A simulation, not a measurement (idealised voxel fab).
process module | voxel gate over fins
cross-section cut | 150 nm wide | cells 5 nm
A cross-section is a grid of square cells, given in bands from the top down. A band is one or more rows of cells.
Each band's line starts with the height of the band's top and of its bottom, in nm. Then come its materials from left to right, each with its width in nm. One material with "throughout" fills the band from edge to edge. "air" is empty space.
Height 0 is the level under which the wafer as received is all one material. The lowest band goes on downwards, as in "0 down".
A width such as "30 to 40" changes by the same amount from each row of cells to the next, from the band's top row to its bottom row.
"no change" after a step means that no cell of the cross-section changed.
closed voids: empty space of 8 cells or more with no open way to the top, each as width x height at its distance from the left edge, in nm
after a step's settings: what the simulator itself notes on the step
overlay nm, on a step with a mask: how far to the right of its planned place the mask lay; to the left if negative
plan
1 op RECEIVE | material Si
2 op CONFORMAL_DEP | material SiN | thk nm 5
3 op MASKED_ETCH | tone cover | mask id FINS | width nm 15 | pitch nm 60 | etch materials SiN | depth nm 5 | overlay nm 0
4 op MASKED_ETCH | tone cover | mask id FINS | width nm 15 | pitch nm 60 | etch materials Si | depth nm 40 | overlay nm 0
5 op OXIDIZE | depth nm 5
6 op FILL_DEP | material SiO2 | thk nm 5
7 op CMP | height nm 5
8 op DIRECTIONAL_DEP | material aC | thk nm 15
9 op PATTERN | tone open | mask id RAIL | material resist | width nm 15 | thk nm 35 | overlay nm 0
10 op DIRECTIONAL_ETCH | etch materials aC | depth nm 15
11 op STRIP | etch materials resist
12 op DIRECTIONAL_ETCH | etch materials SiO2 | depth nm 40
13 op STRIP | etch materials aC
14 op CONFORMAL_DEP | material TiN | thk nm 5
15 op FILL_DEP | material W | thk nm 10
16 op CMP | height nm 5
17 op SELECTIVE_ETCH | etch materials W Ru TiN | depth nm 25
18 op FILL_DEP | material SiO2 | thk nm 5
19 op CMP | height nm 5
20 op SELECTIVE_ETCH | etch materials SiO2 | depth nm 20
21 op STRIP | etch materials SiN
22 op CONFORMAL_DEP | material HfO2 | thk nm 5
23 op CONFORMAL_DEP | material TiN | thk nm 5
24 op FILL_DEP | material W | thk nm 10
25 op CMP | height nm 15
26 op CONFORMAL_DEP | material SiCN | thk nm 5
varied across the wafers: width nm of step 3. The plan shows the first wafer's value. All wafers start alike
first wafer as received, after step 1
  0 down: Si throughout
  closed voids: none
each wafer at the end: cells of each material gained (+) or lost (-) since it was received, then its closed voids
width nm 15 | +42 HfO2 | -252 Si | +30 SiCN | +159 SiO2 | +49 TiN | +92 W | closed voids: none
width nm 20 | +42 HfO2 | -234 Si | +30 SiCN | +147 SiO2 | +49 TiN | +86 W | closed voids: none
width nm 25 | +42 HfO2 | -216 Si | +30 SiCN | +135 SiO2 | +49 TiN | +80 W | closed voids: none
width nm 30 | +42 HfO2 | -198 Si | +30 SiCN | +123 SiO2 | +49 TiN | +74 W | closed voids: none
